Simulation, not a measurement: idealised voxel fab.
Process module under the name voxel double patterning
Shown is cross-section cut, with a width of 245 nm and square cells of size 5 nm.
Cross-sections here: square-cell grids, written as top-down lists of bands, a band being one or more rows of cells.
Band: top height; bottom height; in nm. Then, left to right: material with width in nm, for each material. "edge to edge": a single material spanning edge to edge. "blank": empty space.
Zero point of the height axis is 0; under it, received wafer = one material. Lowest band: continues down indefinitely, "top 0, no bottom".
So if you see something like "30..40" for the width, read it as the top row of the band sitting at the first number and the bottom row at the second, with every row in between moving by the same amount as the last.
No cell of the cross-section changed in a step that is given as "nothing different".
The entry "Enclosed empty spaces" lists the empty spaces that cover at least 8 cells and have no open path to the top. Each is written as width x height at distance, where the distance is measured from the left edge and all three values are in nm.
Whatever follows a step's settings on its line is a remark the simulator itself makes about that step.
The setting "overlay nm" may be written on the line of a step. When the step uses a mask, the value reports how far to the right of the planned place the mask lay, and a negative value reports that it lay to the left.

**Planned process steps**
step 1: op RECEIVE | material Si
step 2: op CONFORMAL_DEP | material SiO2 | thk nm 5
step 3: op DIRECTIONAL_DEP | material polySi | thk nm 15
step 4: op DIRECTIONAL_DEP | material SiN | thk nm 5
step 5: op DIRECTIONAL_DEP | material aC | thk nm 10
step 6: op PATTERN | tone open | mask id FIRST | material resist | width nm 15 | pitch nm 50 | thk nm 30 | overlay nm -15
step 7: op DIRECTIONAL_ETCH | etch materials aC | depth nm 10
step 8: op STRIP | etch materials resist
step 9: op DIRECTIONAL_ETCH | etch materials SiN | depth nm 5
step 10: op STRIP | etch materials aC
step 11: op PATTERN | tone open | mask id SECOND | material resist | width nm 15 | thk nm 20 | overlay nm 0
step 12: op DIRECTIONAL_ETCH | etch materials SiN | depth nm 5
step 13: op STRIP | etch materials resist
step 14: op DIRECTIONAL_ETCH | etch materials polySi | depth nm 15
step 15: op STRIP | etch materials SiN
Across this set of wafers, the varied parameter is the overlay nm of step 6. Starting conditions are identical for every wafer, and the plan reports the value assigned to the first wafer.

**The first of several wafers as received, shown in cross-section; this is its state after step 1**
- top 0, no bottom: Si edge to edge
- Enclosed empty spaces: none

**Below is a per-wafer table. In it, each row describes the wafer at the end of the module by giving, for each material, the number of cells gained (+) or lost (-) since the wafer was received, and after that the closed voids of the wafer**
overlay nm -15 | +49 SiO2 | +123 polySi | Enclosed empty spaces: none
overlay nm -10 | +49 SiO2 | +120 polySi | Enclosed empty spaces: none
overlay nm -5 | +49 SiO2 | +120 polySi | Enclosed empty spaces: none
overlay nm 0 | +49 SiO2 | +120 polySi | Enclosed empty spaces: none
overlay nm 5 | +49 SiO2 | +120 polySi | Enclosed empty spaces: none
overlay nm 10 | +49 SiO2 | +120 polySi | Enclosed empty spaces: none
overlay nm 15 | +49 SiO2 | +123 polySi | Enclosed empty spaces: none
